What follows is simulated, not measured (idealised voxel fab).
This section sets out a process module, namely voxel wiring stack.
Section cut is 270 nm wide and gridded with 5 nm square cells.
The cross-sections in this document take the form of a grid made of square cells. They are written out as bands, in order from top to bottom. Each band consists of one or more rows of cells. Band: top height; bottom height; in nm. Then, left to right: material with width in nm, for each material. "everywhere": a single material spanning edge to edge. "empty": empty space. Below 0: as-received wafer, all one material; heights counted from there. Lowest band: no bottom, goes on down, written "0 down". The expression "30->40" gives the width at the extremes of the band, the first number at its top row of cells and the second at its bottom row, with the width changing by equal amounts from each row to the next in between. Step marked "stayed the same"? Then no cell in the cross-section changed in it. Entry "Voids lacking openings". Content: empty spaces with no open connection to the top, size 8 cells or greater. Each: width x height at distance. Distance: from left edge. Unit: nm. Heads up: the bit after the settings on a step's line is the simulator's remark on that step. Among the settings permitted on a step's line is "overlay nm"; applied to a step with a mask, it specifies the extent to which the mask lay to the right of its planned position, whereas a negative figure signifies a position to the left.

Set out below are the planned steps of the process:
1. op RECEIVE | material Si
2. op CONFORMAL_DEP | material SiO2 | thk nm 15
3. op CONFORMAL_DEP | material SiN | thk nm 5
4. op DIRECTIONAL_DEP | material lowk | thk nm 25
5. op DIRECTIONAL_DEP | material aC | thk nm 15
6. op PATTERN | tone open | mask id METAL_1 | material resist | width nm 30 | pitch nm 50 | thk nm 30 | overlay nm 0
7. op DIRECTIONAL_ETCH | etch materials aC | depth nm 15
8. op STRIP | etch materials resist
9. op DIRECTIONAL_ETCH | etch materials lowk | depth nm 25
10. op DIRECTIONAL_ETCH | etch materials SiN | depth nm 5
11. op STRIP | etch materials aC
12. op CONFORMAL_DEP | material TiN | thk nm 5
13. op FILL_DEP | material Cu | thk nm 10
14. op CMP | height nm 45
15. op CONFORMAL_DEP | material SiCN | thk nm 5
16. op DIRECTIONAL_DEP | material SiO2 | thk nm 15
17. op DIRECTIONAL_DEP | material aC | thk nm 15
18. op PATTERN | tone open | mask id PLUG_1 | material resist | width nm 15 | pitch nm 50 | thk nm 30 | overlay nm 0
19. op DIRECTIONAL_ETCH | etch materials aC | depth nm 15
20. op STRIP | etch materials resist
21. op DIRECTIONAL_ETCH | etch materials SiO2 | depth nm 15
22. op DIRECTIONAL_ETCH | etch materials SiCN | depth nm 5
23. op STRIP | etch materials aC
24. op CONFORMAL_DEP | material TiN | thk nm 5
25. op FILL_DEP | material W | thk nm 5
26. op CMP | height nm 65
27. op DIRECTIONAL_DEP | material TiN | thk nm 5
28. op DIRECTIONAL_DEP | material Ru | thk nm 20
29. op MASKED_ETCH | tone cover | mask id METAL_2 | width nm 30 | pitch nm 50 | etch materials Ru | depth nm 20 | overlay nm 0
30. op MASKED_ETCH | tone cover | mask id METAL_2 | width nm 30 | pitch nm 50 | etch materials TiN | depth nm 5 | overlay nm 0
31. op FILL_DEP | material lowk | thk nm 10
32. op CMP | height nm 90
33. op CONFORMAL_DEP | material SiCN | thk nm 5
34. op DIRECTIONAL_DEP | material SiO2 | thk nm 15
35. op DIRECTIONAL_DEP | material aC | thk nm 15
36. op PATTERN | tone open | mask id PLUG_2 | material resist | width nm 15 | thk nm 30 | overlay nm 0
37. op DIRECTIONAL_ETCH | etch materials aC | depth nm 15
38. op STRIP | etch materials resist
39. op DIRECTIONAL_ETCH | etch materials SiO2 | depth nm 15
40. op DIRECTIONAL_ETCH | etch materials SiCN | depth nm 5
41. op STRIP | etch materials aC
42. op CONFORMAL_DEP | material TiN | thk nm 5
43. op FILL_DEP | material W | thk nm 5
44. op CMP | height nm 110
45. op DIRECTIONAL_DEP | material TiN | thk nm 5
46. op DIRECTIONAL_DEP | material Ru | thk nm 15
47. op PATTERN | tone cover | mask id METAL_3 | material resist | width nm 30 | pitch nm 50 | thk nm 15 | overlay nm 0
48. op DIRECTIONAL_ETCH | etch materials Ru | depth nm 15
49. op DIRECTIONAL_ETCH | etch materials TiN | depth nm 5
50. op STRIP | etch materials resist
51. op CONFORMAL_DEP | material SiCN | thk nm 5
52. op FILL_DEP | material lowk | thk nm 10
53. op CMP | height nm 130
54. op CONFORMAL_DEP | material SiCN | thk nm 5

Incoming wafer in cross-section (state: after step 1):
  0 down  Si everywhere
  Voids lacking openings: none

End-of-module cross-section. Starting structure and process plan as above; one mistake made in running it:
  135 to 130  SiCN everywhere
  130 to 115  lowk (90); SiCN (5); Ru (30); SiCN (5); lowk (10); SiCN (5); Ru (30); SiCN (5); lowk (90)
  115 to 110  SiCN (95); TiN (30); SiCN (20); TiN (30); SiCN (95)
  110 to 95  SiO2 (95); TiN (5); W (5); TiN (5); SiO2 (160)
  95 to 90  SiCN (95); TiN (15); SiCN (160)
  90 to 70  lowk (95); Ru (30); lowk (20); Ru (30); lowk (95)
  70 to 65  lowk (95); TiN (30); lowk (20); TiN (30); lowk (95)
  65 to 50  SiO2 (95); TiN (5); W (5); TiN (5); SiO2 (35); TiN (5); W (5); TiN (5); SiO2 (110)
  50 to 45  SiCN (95); TiN (15); SiCN (35); TiN (15); SiCN (110)
  45 to 35  lowk (95); TiN (5); Cu (20); TiN (5); lowk (20); TiN (5); Cu (20); TiN (5); lowk (95)
  35 to 30  SiN (95); TiN (30); SiN (20); TiN (30); SiN (95)
  30 to 0  SiO2 everywhere
  0 down  Si everywhere
  Voids lacking openings: none
The plan and the run diverged here: twice over, step 2 of the plan was run
